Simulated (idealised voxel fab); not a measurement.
A process module follows: voxel spacer lines.
Cross-section cut: width 280 nm, square cells of 5 nm.
Just so we're on the same page, the cross-sections are grids of square cells, and they're listed out in bands top to bottom, each band one or more rows deep.
Top height, bottom height, nm. Materials left to right, width each, nm. Single material + "everywhere" = fills band edge to edge. "air" = empty.
For the purposes of this specification, 0 denotes the height below which the wafer in its as-received condition is composed wholly of one material, and the lowermost band, lacking a lower limit, extends downward without end, as expressed in "0 and below".
A width such as "30..40" changes by the same amount from each row of cells to the next, from the band's top row to its bottom row.
"no change occurred" after a step means that no cell of the cross-section changed.
"Encapsulated voids": empty spaces of 8 cells or more with no open way to the top, each given as width x height at distance, distance from the left edge, all in nm.
Past the settings on a step's line: simulator remark, on that step.
On any step carrying a mask, the "overlay nm" setting, if present on the step's line, tells how far right of its planned place the mask lay; negative values point to the left.

**Planned process steps**
| 1 | op RECEIVE | material Si |
| 2 | op CONFORMAL_DEP | material Al2O3 | thk nm 10 |
| 3 | op DIRECTIONAL_DEP | material SiN | thk nm 10 |
| 4 | op DIRECTIONAL_DEP | material aC | thk nm 20 |
| 5 | op PATTERN | tone cover | mask id MANDREL | material resist | width nm 25 | pitch nm 70 | thk nm 30 | overlay nm 0 |
| 6 | op DIRECTIONAL_ETCH | etch materials aC | depth nm 20 |
| 7 | op STRIP | etch materials resist |
| 8 | op CONFORMAL_DEP | material SiO2 | thk nm 10 |
| 9 | op DIRECTIONAL_ETCH | etch materials SiO2 | depth nm 10 |
| 10 | op STRIP | etch materials aC |
| 11 | op DIRECTIONAL_ETCH | etch materials SiN | depth nm 10 |
| 12 | op STRIP | etch materials SiO2 |

**Wafer cross-section on receipt, i.e. after step 1**
    0 and below = Si everywhere
    Encapsulated voids: none

**This is how the wafer looks in cross-section once the module is done, given the starting state and plan above and one mistake in carrying the plan out**
    20 down to 10 = 55 air  10 SiN  5 air  10 SiN  45 air  10 SiN  5 air  10 SiN  45 air  10 SiN  5 air  10 SiN  60 air
    10 down to 0 = Al2O3 everywhere
    0 and below = Si everywhere
    Encapsulated voids: none
What broke from the plan during processing? step 5 did not happen as planned, as run it was op PATTERN | tone open | mask id MANDREL | material resist | width nm 25 | pitch nm 70 | thk nm 30 | overlay nm 0
